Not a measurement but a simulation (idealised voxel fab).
Process module name: voxel wiring stack
For reference, the cross-section in this document is cut, with width 260 nm and square cells of 5 nm.
For the purposes of this document, a cross-section shall be understood as a grid of square cells, specified as bands listed in top-to-bottom order, each band consisting of one or more rows of cells.
It is stipulated that each band's entry specify, in nanometres, the height of the top of the band and then that of its bottom, followed by the materials of the band in left-to-right sequence, each together with its width in nanometres. A single material marked by the word "all across" is understood to fill the band from edge to edge; the word "empty" is understood to denote empty space.
We count height from 0. Below that, the starting wafer is all one material. The lowest band never ends at the bottom but goes on down; see "top 0, no bottom" for how that is written.
Per-row width for "30..40": begins at first number (top row of band), ends at second number (bottom row), increment between rows held constant.
"no alteration" for a step: no cell of the cross-section changed in that step.
The entry titled "Enclosed cavities" provides the empty spaces that have no open way to the top, restricted to those of 8 cells or more. Each is presented as width x height at distance, the distance being measured from the left edge, with all three in nm.
On a step's line, text after the settings is the simulator commenting on that step.
What "overlay nm" on a step's line means: if the step has a mask, that mask lay this far to the right of its planned place, or, when the value is negative, to the left.

[Process steps foreseen in the plan]
1,RECEIVE: material Si
2,CONFORMAL_DEP: material SiO2, thk nm 15
3,CONFORMAL_DEP: material SiN, thk nm 5
4,DIRECTIONAL_DEP: material lowk, thk nm 15
5,MASKED_ETCH: tone open, mask id METAL_1, width nm 25, pitch nm 50, etch materials lowk, depth nm 15, overlay nm 0
6,MASKED_ETCH: tone open, mask id METAL_1, width nm 25, pitch nm 50, etch materials SiN, depth nm 5, overlay nm 0
7,CONFORMAL_DEP: material TiN, thk nm 5
8,FILL_DEP: material W, thk nm 10
9,CMP: height nm 35
10,EPI: material Ru, thk nm 5
11,FILL_DEP: material SiCN, thk nm 5
12,DIRECTIONAL_DEP: material lowk, thk nm 35
13,PATTERN: tone open, mask id METAL_2_HOLES, material resist, width nm 15, thk nm 15, overlay nm 0
14,DIRECTIONAL_ETCH: etch materials lowk, depth nm 35
15,STRIP: etch materials resist
16,DIRECTIONAL_DEP: material aC, thk nm 15
17,PATTERN: tone open, mask id METAL_2, material resist, width nm 25, pitch nm 50, thk nm 35, overlay nm 0
18,DIRECTIONAL_ETCH: etch materials aC, depth nm 15
19,STRIP: etch materials resist
20,DIRECTIONAL_ETCH: etch materials lowk, depth nm 20
21,DIRECTIONAL_ETCH: etch materials SiCN, depth nm 5
22,STRIP: etch materials aC
23,CONFORMAL_DEP: material TiN, thk nm 5
24,FILL_DEP: material Cu, thk nm 5
25,CMP: height nm 80
26,CONFORMAL_DEP: material SiCN, thk nm 5

[The first of the two wafers, which ran as planned]

[Wafer cross-section on receipt, i.e. after step 1]
- top 0, no bottom: Si all across
- Enclosed cavities: none

[So this is the wafer cross-section right after step 2]
- top 15, bottom 0: SiO2 all across
- Under 0: no change, same as before.

[So this is the wafer cross-section right after step 3]
- top 20, bottom 15: SiN all across
- Under 15: no change, same as before.

[So this is the wafer cross-section right after step 4]
- top 35, bottom 20: lowk all across
- Under 20: no change, same as before.

[So this is the wafer cross-section right after step 5]
- top 35, bottom 20: lowk=90, then empty=25, then lowk=25, then empty=25, then lowk=95
- Under 20: no change, same as before.

[So this is the wafer cross-section right after step 6]
- top 35, bottom 20: lowk=90, then empty=25, then lowk=25, then empty=25, then lowk=95
- top 20, bottom 15: SiN=90, then empty=25, then SiN=25, then empty=25, then SiN=95
- Under 15: no change, same as before.

[So this is the wafer cross-section right after step 7]
- top 40, bottom 35: TiN=95, then empty=15, then TiN=35, then empty=15, then TiN=100
- top 35, bottom 20: lowk=90, then TiN=5, then empty=15, then TiN=5, then lowk=25, then TiN=5, then empty=15, then TiN=5, then lowk=95
- top 20, bottom 15: SiN=90, then TiN=25, then SiN=25, then TiN=25, then SiN=95
- Under 15: no change, same as before.

[So this is the wafer cross-section right after step 8]
- top 50, bottom 40: W all across
- top 40, bottom 35: TiN=95, then W=15, then TiN=35, then W=15, then TiN=100
- top 35, bottom 20: lowk=90, then TiN=5, then W=15, then TiN=5, then lowk=25, then TiN=5, then W=15, then TiN=5, then lowk=95
- Under 20: no change, same as before.

[So this is the wafer cross-section right after step 9]
- top 35, bottom 20: lowk=90, then TiN=5, then W=15, then TiN=5, then lowk=25, then TiN=5, then W=15, then TiN=5, then lowk=95
- Under 20: no change, same as before.

[So this is the wafer cross-section right after step 10]
- top 40, bottom 35: empty=85, then Ru=35, then empty=15, then Ru=35, then empty=90
- Under 35: no change, same as before.

[So this is the wafer cross-section right after step 11]
- top 45, bottom 40: SiCN all across
- top 40, bottom 35: SiCN=85, then Ru=35, then SiCN=15, then Ru=35, then SiCN=90
- Under 35: no change, same as before.

[So this is the wafer cross-section right after step 12]
- top 80, bottom 45: lowk all across
- Under 45: no change, same as before.

[So this is the wafer cross-section right after step 13]
- top 95, bottom 80: resist=90, then empty=15, then resist=155
- Under 80: no change, same as before.

[So this is the wafer cross-section right after step 14]
- top 95, bottom 80: resist=90, then empty=15, then resist=155
- top 80, bottom 45: lowk=90, then empty=15, then lowk=155
- Under 45: no change, same as before.

[So this is the wafer cross-section right after step 15]
- top 80, bottom 45: lowk=90, then empty=15, then lowk=155
- Under 45: no change, same as before.

[So this is the wafer cross-section right after step 16]
- top 95, bottom 80: aC=90, then empty=15, then aC=155
- top 80, bottom 60: lowk=90, then empty=15, then lowk=155
- top 60, bottom 45: lowk=90, then aC=15, then lowk=155
- Under 45: no change, same as before.

[So this is the wafer cross-section right after step 17]
- top 130, bottom 95: resist=90, then empty=25, then resist=25, then empty=25, then resist=95
- Under 95: no change, same as before.

[So this is the wafer cross-section right after step 18]
- top 115, bottom 95: resist=90, then empty=25, then resist=25, then empty=25, then resist=95
- top 95, bottom 80: aC=90, then empty=25, then aC=25, then empty=25, then aC=95
- top 80, bottom 45: lowk=90, then empty=15, then lowk=155
- Under 45: no change, same as before.

[So this is the wafer cross-section right after step 19]
- top 95, bottom 80: aC=90, then empty=25, then aC=25, then empty=25, then aC=95
- Under 80: no change, same as before.

[So this is the wafer cross-section right after step 20]
- top 95, bottom 80: aC=90, then empty=25, then aC=25, then empty=25, then aC=95
- top 80, bottom 60: lowk=90, then empty=25, then lowk=25, then empty=25, then lowk=95
- Under 60: no change, same as before.

[So this is the wafer cross-section right after step 21]
- top 95, bottom 80: aC=90, then empty=25, then aC=25, then empty=25, then aC=95
- top 80, bottom 60: lowk=90, then empty=25, then lowk=25, then empty=25, then lowk=95
- top 60, bottom 45: lowk=90, then empty=15, then lowk=155
- top 45, bottom 40: SiCN=90, then empty=15, then SiCN=155
- Under 40: no change, same as before.

[So this is the wafer cross-section right after step 22]
- top 80, bottom 60: lowk=90, then empty=25, then lowk=25, then empty=25, then lowk=95
- Under 60: no change, same as before.

[So this is the wafer cross-section right after step 23]
- top 85, bottom 80: TiN=95, then empty=15, then TiN=35, then empty=15, then TiN=100
- top 80, bottom 65: lowk=90, then TiN=5, then empty=15, then TiN=5, then lowk=25, then TiN=5, then empty=15, then TiN=5, then lowk=95
- top 65, bottom 60: lowk=90, then TiN=5, then empty=5, then TiN=15, then lowk=25, then TiN=25, then lowk=95
- top 60, bottom 45: lowk=90, then TiN=5, then empty=5, then TiN=5, then lowk=155
- top 45, bottom 40: SiCN=90, then TiN=15, then SiCN=155
- Under 40: no change, same as before.

[So this is the wafer cross-section right after step 24]
- top 90, bottom 85: Cu all across
- top 85, bottom 80: TiN=95, then Cu=15, then TiN=35, then Cu=15, then TiN=100
- top 80, bottom 65: lowk=90, then TiN=5, then Cu=15, then TiN=5, then lowk=25, then TiN=5, then Cu=15, then TiN=5, then lowk=95
- top 65, bottom 60: lowk=90, then TiN=5, then Cu=5, then TiN=15, then lowk=25, then TiN=25, then lowk=95
- top 60, bottom 45: lowk=90, then TiN=5, then Cu=5, then TiN=5, then lowk=155
- Under 45: no change, same as before.

[So this is the wafer cross-section right after step 25]
- top 80, bottom 65: lowk=90, then TiN=5, then Cu=15, then TiN=5, then lowk=25, then TiN=5, then Cu=15, then TiN=5, then lowk=95
- Under 65: no change, same as before.

[So this is the wafer cross-section right after step 26]
- top 85, bottom 80: SiCN all across
- Under 80: no change, same as before.

[Wafer two of two - same starting point, same process plan, one mistake in execution; matches wafer one up to and including step 5]

[Second wafer: cross-section at the scheduled end of step 6]
- top 35, bottom 20: lowk=90, then empty=25, then lowk=25, then empty=25, then lowk=95
- top 20, bottom 15: SiN=90, then empty=15, then SiN=35, then empty=15, then SiN=105
- Under 15: no change, same as before.

[Second wafer: cross-section at the scheduled end of step 7]
- top 40, bottom 35: TiN=95, then empty=15, then TiN=35, then empty=15, then TiN=100
- top 35, bottom 25: lowk=90, then TiN=5, then empty=15, then TiN=5, then lowk=25, then TiN=5, then empty=15, then TiN=5, then lowk=95
- top 25, bottom 20: lowk=90, then TiN=5, then empty=5, then TiN=15, then lowk=25, then TiN=5, then empty=5, then TiN=15, then lowk=95
- top 20, bottom 15: SiN=90, then TiN=15, then SiN=35, then TiN=15, then SiN=105
- Under 15: no change, same as before.

[Second wafer: cross-section at the scheduled end of step 8]
- top 50, bottom 40: W all across
- top 40, bottom 35: TiN=95, then W=15, then TiN=35, then W=15, then TiN=100
- top 35, bottom 25: lowk=90, then TiN=5, then W=15, then TiN=5, then lowk=25, then TiN=5, then W=15, then TiN=5, then lowk=95
- top 25, bottom 20: lowk=90, then TiN=5, then W=5, then TiN=15, then lowk=25, then TiN=5, then W=5, then TiN=15, then lowk=95
- Under 20: no change, same as before.

[Second wafer: cross-section at the scheduled end of step 9]
- top 35, bottom 25: lowk=90, then TiN=5, then W=15, then TiN=5, then lowk=25, then TiN=5, then W=15, then TiN=5, then lowk=95
- Under 25: no change, same as before.

[Second wafer: cross-section at the scheduled end of step 10]
- top 40, bottom 35: empty=85, then Ru=35, then empty=15, then Ru=35, then empty=90
- Under 35: no change, same as before.

[Second wafer: cross-section at the scheduled end of step 11]
- top 45, bottom 40: SiCN all across
- top 40, bottom 35: SiCN=85, then Ru=35, then SiCN=15, then Ru=35, then SiCN=90
- Under 35: no change, same as before.

[Second wafer: cross-section at the scheduled end of step 12]
- top 80, bottom 45: lowk all across
- Under 45: no change, same as before.

[Second wafer: cross-section at the scheduled end of step 13]
- top 95, bottom 80: resist=90, then empty=15, then resist=155
- Under 80: no change, same as before.

[Second wafer: cross-section at the scheduled end of step 14]
- top 95, bottom 80: resist=90, then empty=15, then resist=155
- top 80, bottom 45: lowk=90, then empty=15, then lowk=155
- Under 45: no change, same as before.

[Second wafer: cross-section at the scheduled end of step 15]
- top 80, bottom 45: lowk=90, then empty=15, then lowk=155
- Under 45: no change, same as before.

[Second wafer: cross-section at the scheduled end of step 16]
- top 95, bottom 80: aC=90, then empty=15, then aC=155
- top 80, bottom 60: lowk=90, then empty=15, then lowk=155
- top 60, bottom 45: lowk=90, then aC=15, then lowk=155
- Under 45: no change, same as before.

[Second wafer: cross-section at the scheduled end of step 17]
- top 130, bottom 95: resist=90, then empty=25, then resist=25, then empty=25, then resist=95
- Under 95: no change, same as before.

[Second wafer: cross-section at the scheduled end of step 18]
- top 115, bottom 95: resist=90, then empty=25, then resist=25, then empty=25, then resist=95
- top 95, bottom 80: aC=90, then empty=25, then aC=25, then empty=25, then aC=95
- top 80, bottom 45: lowk=90, then empty=15, then lowk=155
- Under 45: no change, same as before.

[Second wafer: cross-section at the scheduled end of step 19]
- top 95, bottom 80: aC=90, then empty=25, then aC=25, then empty=25, then aC=95
- Under 80: no change, same as before.

[Second wafer: cross-section at the scheduled end of step 20]
- top 95, bottom 80: aC=90, then empty=25, then aC=25, then empty=25, then aC=95
- top 80, bottom 60: lowk=90, then empty=25, then lowk=25, then empty=25, then lowk=95
- Under 60: no change, same as before.

[Second wafer: cross-section at the scheduled end of step 21]
- top 95, bottom 80: aC=90, then empty=25, then aC=25, then empty=25, then aC=95
- top 80, bottom 60: lowk=90, then empty=25, then lowk=25, then empty=25, then lowk=95
- top 60, bottom 45: lowk=90, then empty=15, then lowk=155
- top 45, bottom 40: SiCN=90, then empty=15, then SiCN=155
- Under 40: no change, same as before.

[Second wafer: cross-section at the scheduled end of step 22]
- top 80, bottom 60: lowk=90, then empty=25, then lowk=25, then empty=25, then lowk=95
- Under 60: no change, same as before.

[Second wafer: cross-section at the scheduled end of step 23]
- top 85, bottom 80: TiN=95, then empty=15, then TiN=35, then empty=15, then TiN=100
- top 80, bottom 65: lowk=90, then TiN=5, then empty=15, then TiN=5, then lowk=25, then TiN=5, then empty=15, then TiN=5, then lowk=95
- top 65, bottom 60: lowk=90, then TiN=5, then empty=5, then TiN=15, then lowk=25, then TiN=25, then lowk=95
- top 60, bottom 45: lowk=90, then TiN=5, then empty=5, then TiN=5, then lowk=155
- top 45, bottom 40: SiCN=90, then TiN=15, then SiCN=155
- Under 40: no change, same as before.

[Second wafer: cross-section at the scheduled end of step 24]
- top 90, bottom 85: Cu all across
- top 85, bottom 80: TiN=95, then Cu=15, then TiN=35, then Cu=15, then TiN=100
- top 80, bottom 65: lowk=90, then TiN=5, then Cu=15, then TiN=5, then lowk=25, then TiN=5, then Cu=15, then TiN=5, then lowk=95
- top 65, bottom 60: lowk=90, then TiN=5, then Cu=5, then TiN=15, then lowk=25, then TiN=25, then lowk=95
- top 60, bottom 45: lowk=90, then TiN=5, then Cu=5, then TiN=5, then lowk=155
- Under 45: no change, same as before.

[Second wafer: cross-section at the scheduled end of step 25]
- top 80, bottom 65: lowk=90, then TiN=5, then Cu=15, then TiN=5, then lowk=25, then TiN=5, then Cu=15, then TiN=5, then lowk=95
- Under 65: no change, same as before.

[Second wafer: cross-section at the scheduled end of step 26]
- top 85, bottom 80: SiCN all across
- Under 80: no change, same as before.
It is concluded that the wafer was processed incorrectly with respect to the plan, in that step 6 was run on a setting that differed from the plan, and what really ran there is MASKED_ETCH: tone open, mask id METAL_1, width nm 25, pitch nm 50, etch materials SiN, depth nm 5, overlay nm -10
The second wafer ends with more or fewer cells of some materials than the first, per final count: 4 more of SiN, 4 fewer of W
